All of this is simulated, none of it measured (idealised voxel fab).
The document below concerns the process module designated voxel tone inversion.
Cross-section cut: width 190 nm, square cells of 5 nm.
In what follows, cross-sections appear as grids of square cells, described through bands that run from the top down, where every band is one or more rows of cells.
For a band, the entry starts with two heights in nm, that of the top and then that of the bottom, and carries on with the band's materials in order from left to right, each alongside its width in nm; the word "full width" beside a single material means it fills the band edge to edge, and "air" means empty space.
Ref level 0: as-received wafer is one material below here. Bottom band extends down with no lower bound ("0..down").
A two-number width, for instance "30..40", indicates that the width is equal to the first number in the top row of the band and to the second number in the bottom row, and that it changes by a constant amount per row of cells.
"nothing altered" -> step changed no cross-section cell.
The label "Sealed-off cavities" introduces a list of the empty spaces, 8 cells or larger, that have no open way up to the top; each entry in it reads width x height at distance, where the distance is taken from the left edge and all three are stated in nm.
It should be noted that, on the line of a given step, the content following the step's settings is a remark produced by the simulator itself with respect to that step.
overlay nm: step with mask; distance mask lay right of planned place; negative value = left of planned place.

Set out below are the planned steps of the process
1: RECEIVE, material Si
2: CONFORMAL_DEP, material SiN, thk nm 5
3: DIRECTIONAL_DEP, material polySi, thk nm 15
4: PATTERN, tone cover, mask id POSTS, material resist, width nm 15, pitch nm 45, thk nm 25, overlay nm 0
5: DIRECTIONAL_ETCH, etch materials polySi, depth nm 15
6: STRIP, etch materials resist
7: FILL_DEP, material SiO2, thk nm 5
8: CMP, height nm 20
9: STRIP, etch materials polySi
The wafers are alike at the start. At step 4, their width nm differs. The plan lists the first wafer's value.

First of several wafers, received after step 1, in cross-section
0..down  Si full width
Sealed-off cavities: none

Where each wafer stands at the end of the module, a row apiece: cells of each material gained (+) or lost (-) since it was received, then closed voids
width nm 15; +38 SiN; +87 SiO2; Sealed-off cavities: none
width nm 20; +38 SiN; +78 SiO2; Sealed-off cavities: none
width nm 25; +38 SiN; +69 SiO2; Sealed-off cavities: none
width nm 30; +38 SiN; +60 SiO2; Sealed-off cavities: none
